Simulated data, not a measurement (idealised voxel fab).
Module name: voxel transistor to metal (process module)
Shown is cross-section cut, with a width of 170 nm and square cells of size 5 nm.
A cross-section in this document is a grid of square cells, and it is written down as bands, the top band listed before the ones below it; a band is made up of one or more rows of cells.
In this notation a band is specified by the heights of its top and bottom, in that order and in nm, after which its materials appear from left to right, each paired with its width in nm. The word "edge to edge" attached to a single material means that material fills the band from edge to edge; the word "air" stands for empty space.
Convention: height 0 is the level below which the wafer, as received, is all one material. The lowest band does not terminate at the bottom but continues downward, represented as "0..down".
Width: "30->40" (first number = top row, second number = bottom row, same change from row to row of cells).
"nothing different" means the step left every cell of the cross-section as it was.
"Closed cavities" enumerates empty spaces isolated from the top, with no open way to it, that contain at least 8 cells, giving each as width x height at distance from the left edge, all three in nm.
Whatever follows a step's settings on its line is a remark the simulator itself makes about that step.
overlay nm: step with mask; distance mask lay right of planned place; negative value = left of planned place.
## Steps planned for the process
| 1 | RECEIVE | material Si |
| 2 | OXIDIZE | depth nm 5 |
| 3 | CONFORMAL_DEP | material SiN | thk nm 10 |
| 4 | DIRECTIONAL_DEP | material aC | thk nm 10 |
| 5 | PATTERN | tone cover | mask id ACTIVE | material resist | width nm 105 | thk nm 25 | overlay nm 0 |
| 6 | DIRECTIONAL_ETCH | etch materials aC | depth nm 10 |
| 7 | STRIP | etch materials resist |
| 8 | DIRECTIONAL_ETCH | etch materials SiN | depth nm 10 |
| 9 | DIRECTIONAL_ETCH | etch materials SiO2 | depth nm 5 |
| 10 | DIRECTIONAL_ETCH | etch materials Si | depth nm 20 |
| 11 | STRIP | etch materials aC |
| 12 | FILL_DEP | material SiO2 | thk nm 10 |
| 13 | CMP | height nm 10 |
| 14 | SELECTIVE_ETCH | etch materials SiO2 | depth nm 10 |
| 15 | STRIP | etch materials SiN |
| 16 | SELECTIVE_ETCH | etch materials SiO2 | depth nm 5 |
| 17 | OXIDIZE | depth nm 5 |
| 18 | DIRECTIONAL_DEP | material polySi | thk nm 25 |
| 19 | DIRECTIONAL_DEP | material SiCN | thk nm 10 |
| 20 | MASKED_ETCH | tone cover | mask id GATE | width nm 15 | etch materials SiCN | depth nm 20 | overlay nm 0 |
| 21 | MASKED_ETCH | tone cover | mask id GATE | width nm 15 | etch materials polySi | depth nm 35 | overlay nm 0 |
| 22 | CONFORMAL_DEP | material SiN | thk nm 10 |
| 23 | DIRECTIONAL_ETCH | etch materials SiN | depth nm 10 |
| 24 | DIRECTIONAL_ETCH | etch materials SiO2 | depth nm 5 |
| 25 | DIRECTIONAL_ETCH | etch materials Si | depth nm 10 |
| 26 | EPI | material pSi | thk nm 10 |
| 27 | FILL_DEP | material SiO2 | thk nm 5 |
| 28 | CMP | height nm 30 |
| 29 | DIRECTIONAL_DEP | material SiO2 | thk nm 10 |
| 30 | MASKED_ETCH | tone open | mask id CONTACT | width nm 30 | pitch nm 55 | etch materials SiO2 | depth nm 50 | overlay nm 0 |
| 31 | CONFORMAL_DEP | material TiN | thk nm 5 |
| 32 | FILL_DEP | material Ru | thk nm 5 |
| 33 | CMP | height nm 40 |
| 34 | DIRECTIONAL_DEP | material TiN | thk nm 5 |
| 35 | DIRECTIONAL_DEP | material W | thk nm 15 |
| 36 | MASKED_ETCH | tone cover | mask id METAL_1 | width nm 20 | pitch nm 65 | etch materials W | depth nm 15 | overlay nm 0 |
| 37 | MASKED_ETCH | tone cover | mask id METAL_1 | width nm 20 | pitch nm 65 | etch materials TiN | depth nm 5 | overlay nm 0 |
| 38 | FILL_DEP | material SiO2 | thk nm 10 |
| 39 | CMP | height nm 60 |
| 40 | CONFORMAL_DEP | material SiCN | thk nm 5 |
## So this is the incoming wafer in cross-section - it's already been through step 1
- 0..down  Si edge to edge
- Closed cavities: none
## Wafer cross-section at end of module: start and plan as shown above, one execution error
- 65..60  SiCN edge to edge
- 60..45  40 SiO2 / 20 W / 45 SiO2 / 20 W / 45 SiO2
- 45..40  40 SiO2 / 20 TiN / 45 SiO2 / 20 TiN / 45 SiO2
- 40..30  40 SiO2 / 5 TiN / 20->15 Ru / 5->10 TiN / 25 SiO2 / 5->10 TiN / 20->15 Ru / 5 TiN / 45 SiO2
- 30..20  40 SiO2 / 5 TiN / 15 Ru / 5 TiN / 10 SiN / 15 SiCN / 10 SiN / 5 TiN / 15 Ru / 5 TiN / 45 SiO2
- 20..-5  40 SiO2 / 5 TiN / 15 Ru / 5 TiN / 10 SiN / 15 polySi / 10 SiN / 5 TiN / 15 Ru / 5 TiN / 45 SiO2
- -5..-10  40 SiO2 / 25 TiN / 35 SiO2 / 25 TiN / 45 SiO2
- -10..-20  30 pSi / 105 SiO2 / 35 pSi
- -20..-25  30 Si / 105 SiO2 / 35 Si
- -25..down  Si edge to edge
- Closed cavities: none
So what did we get wrong on this run? contrary to plan, step 5 was performed as PATTERN | tone open | mask id ACTIVE | material resist | width nm 105 | thk nm 25 | overlay nm 0
